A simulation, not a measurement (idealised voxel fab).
process module | voxel tone inversion
cross-section cut | 255 nm wide | cells 5 nm
A cross-section is a grid of square cells, given in bands from the top down. A band is one or more rows of cells.
Each band's line starts with the height of the band's top and of its bottom, in nm. Then come its materials from left to right, each with its width in nm. One material with "throughout" fills the band from edge to edge. "air" is empty space.
Height 0 is the level under which the wafer as received is all one material. The lowest band goes on downwards, as in "0 down".
A width such as "30 to 40" changes by the same amount from each row of cells to the next, from the band's top row to its bottom row.
"no change" after a step means that no cell of the cross-section changed.
closed voids: empty space of 8 cells or more with no open way to the top, each as width x height at its distance from the left edge, in nm
after a step's settings: what the simulator itself notes on the step
overlay nm, on a step with a mask: how far to the right of its planned place the mask lay; to the left if negative
plan
1 op RECEIVE | material Si
2 op CONFORMAL_DEP | material SiN | thk nm 5
3 op DIRECTIONAL_DEP | material aC | thk nm 20
4 op PATTERN | tone cover | mask id POSTS | material resist | width nm 25 | pitch nm 55 | thk nm 25 | overlay nm 0
5 op DIRECTIONAL_ETCH | etch materials aC | depth nm 20
6 op STRIP | etch materials resist
7 op FILL_DEP | material SiO2 | thk nm 10
8 op CMP | height nm 25
9 op STRIP | etch materials aC
10 op CONFORMAL_DEP | material TiN | thk nm 5
11 op FILL_DEP | material Cu | thk nm 10
12 op CMP | height nm 25
13 op CONFORMAL_DEP | material SiN | thk nm 5
as received, after step 1
  0 down: Si throughout
  closed voids: none
first wafer at the end, as planned
  30 to 25: SiN throughout
  25 to 10: SiO2 30 | TiN 5 | Cu 15 | TiN 5 | SiO2 30 | TiN 5 | Cu 15 | TiN 5 | SiO2 30 | TiN 5 | Cu 15 | TiN 5 | SiO2 30 | TiN 5 | Cu 15 | TiN 5 | SiO2 35
  10 to 5: SiO2 30 | TiN 25 | SiO2 30 | TiN 25 | SiO2 30 | TiN 25 | SiO2 30 | TiN 25 | SiO2 35
  5 to 0: SiN throughout
  0 down: Si throughout
  closed voids: none
second wafer at the end: like start, like plan, one mistake
  30 to 25: SiN throughout
  25 to 10: SiO2 20 | TiN 5 | Cu 15 | TiN 5 | SiO2 30 | TiN 5 | Cu 15 | TiN 5 | SiO2 30 | TiN 5 | Cu 15 | TiN 5 | SiO2 30 | TiN 5 | Cu 15 | TiN 5 | SiO2 45
  10 to 5: SiO2 20 | TiN 25 | SiO2 30 | TiN 25 | SiO2 30 | TiN 25 | SiO2 30 | TiN 25 | SiO2 45
  5 to 0: SiN throughout
  0 down: Si throughout
  closed voids: none
what went wrong: step 4 ran as: op PATTERN | tone cover | mask id POSTS | material resist | width nm 25 | pitch nm 55 | thk nm 25 | overlay nm -10
at the end the second wafer has, in cells: as many of each material as the first, in other places
